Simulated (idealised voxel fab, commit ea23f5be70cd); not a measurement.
Process module heading - voxel wiring stack
We display cut, a cross-section 160 nm in width whose square cells are each 5 nm.
Cross-section = grid of square cells, listed top down in bands; band = one or more rows.
First you get the band's top height and its bottom height, in nm, and then the materials it's made of, left to right, with each width in nm. If you see a single material with "throughout", that one covers the band edge to edge. "empty" is empty space.
A quick word on heights: they are counted from 0, and under that level the wafer as it came to us is one material throughout. The lowest band is different from the rest in having no bottom; it simply continues downward, written as in "z 0 and below".
Width: "30->40" (first number = top row, second number = bottom row, same change from row to row of cells).
You'll sometimes find "no modifications" written for a step, and that's the way of saying that nowhere in the cross-section did a cell change during that step.
Empty spaces counting at least 8 cells and having no open way to the top are listed in "Sealed internal cavities". The notation width x height at distance is used for each, the distance being from the left edge and all three values in nm.
Heads up: the bit after the settings on a step's line is the simulator's remark on that step.
overlay nm: for a step with a mask, the amount by which the mask lay right of where it was planned; a negative amount means left of it.

The following list gives the planned process steps
1) RECEIVE | material Si
2) CONFORMAL_DEP | material SiO2 | thk nm 15
3) CONFORMAL_DEP | material SiN | thk nm 5
4) DIRECTIONAL_DEP | material SiO2 | thk nm 15
5) PATTERN | tone open | mask id METAL_1 | material resist | width nm 30 | pitch nm 45 | thk nm 15 | overlay nm 0
6) DIRECTIONAL_ETCH | etch materials SiO2 | depth nm 15
7) DIRECTIONAL_ETCH | etch materials SiN | depth nm 5
8) STRIP | etch materials resist
9) CONFORMAL_DEP | material TiN | thk nm 5
10) FILL_DEP | material W | thk nm 10
11) CMP | height nm 35
12) CONFORMAL_DEP | material SiCN | thk nm 5
13) DIRECTIONAL_DEP | material SiO2 | thk nm 20
14) PATTERN | tone open | mask id PLUG_1 | material resist | width nm 15 | thk nm 15 | overlay nm 0
15) DIRECTIONAL_ETCH | etch materials SiO2 | depth nm 20
16) DIRECTIONAL_ETCH | etch materials SiCN | depth nm 5
17) STRIP | etch materials resist
18) EPI | material Ru | thk nm 10
19) EPI | material Ru | thk nm 10
20) EPI | material Ru | thk nm 5
21) CONFORMAL_DEP | material SiCN | thk nm 5
22) DIRECTIONAL_DEP | material SiO2 | thk nm 15
23) PATTERN | tone open | mask id METAL_2 | material resist | width nm 30 | pitch nm 45 | thk nm 20 | overlay nm 0
24) DIRECTIONAL_ETCH | etch materials SiO2 | depth nm 15
25) DIRECTIONAL_ETCH | etch materials SiCN | depth nm 5
26) STRIP | etch materials resist
27) CONFORMAL_DEP | material TiN | thk nm 5
28) FILL_DEP | material Ru | thk nm 5
29) CMP | height nm 80
30) CONFORMAL_DEP | material SiCN | thk nm 5
31) DIRECTIONAL_DEP | material lowk | thk nm 15
32) PATTERN | tone open | mask id PLUG_2 | material resist | width nm 15 | thk nm 15 | overlay nm 0
33) DIRECTIONAL_ETCH | etch materials lowk | depth nm 15
34) DIRECTIONAL_ETCH | etch materials SiCN | depth nm 5
35) STRIP | etch materials resist
36) CONFORMAL_DEP | material TiN | thk nm 5
37) FILL_DEP | material Ru | thk nm 10
38) CMP | height nm 100
39) CONFORMAL_DEP | material SiN | thk nm 5
40) DIRECTIONAL_DEP | material lowk | thk nm 25
41) PATTERN | tone open | mask id METAL_3 | material resist | width nm 30 | pitch nm 45 | thk nm 15 | overlay nm 0
42) DIRECTIONAL_ETCH | etch materials lowk | depth nm 25
43) DIRECTIONAL_ETCH | etch materials SiN | depth nm 5
44) STRIP | etch materials resist
45) CONFORMAL_DEP | material TiN | thk nm 5
46) FILL_DEP | material W | thk nm 10
47) CMP | height nm 130
48) CONFORMAL_DEP | material SiCN | thk nm 5

As-received wafer cross-section (after step 1)
* z 0 and below = Si throughout
* Sealed internal cavities: none

This is how the wafer looks in cross-section once the module is done, given the starting state and plan above and one mistake in carrying the plan out
* z 135 to 130 = SiCN throughout
* z 130 to 105 = lowk 40 nm; TiN 5 nm; W 20 nm; TiN 5 nm; lowk 15 nm; TiN 5 nm; W 20 nm; TiN 5 nm; lowk 45 nm
* z 105 to 100 = SiN 40 nm; TiN 30 nm; SiN 15 nm; TiN 30 nm; SiN 45 nm
* z 100 to 85 = W throughout
* z 85 to 80 = SiCN throughout
* z 80 to 65 = SiO2 40 nm; TiN 5 nm; Ru 20 nm; TiN 5 nm; SiO2 15 nm; TiN 5 nm; Ru 20 nm; TiN 5 nm; SiO2 45 nm
* z 65 to 60 = SiCN 40 nm; TiN 30 nm; SiCN 15 nm; TiN 30 nm; SiCN 45 nm
* z 60 to 40 = SiO2 40 nm; Ru 15 nm; SiO2 105 nm
* z 40 to 35 = SiCN 40 nm; Ru 15 nm; SiCN 105 nm
* z 35 to 20 = SiO2 40 nm; TiN 5 nm; W 20 nm; TiN 5 nm; SiO2 15 nm; TiN 5 nm; W 20 nm; TiN 5 nm; SiO2 45 nm
* z 20 to 15 = SiN 40 nm; TiN 30 nm; SiN 15 nm; TiN 30 nm; SiN 45 nm
* z 15 to 0 = SiO2 throughout
* z 0 and below = Si throughout
* Sealed internal cavities: none
Misprocessing identified: step 31 off recipe, ran as DIRECTIONAL_DEP | material W | thk nm 15
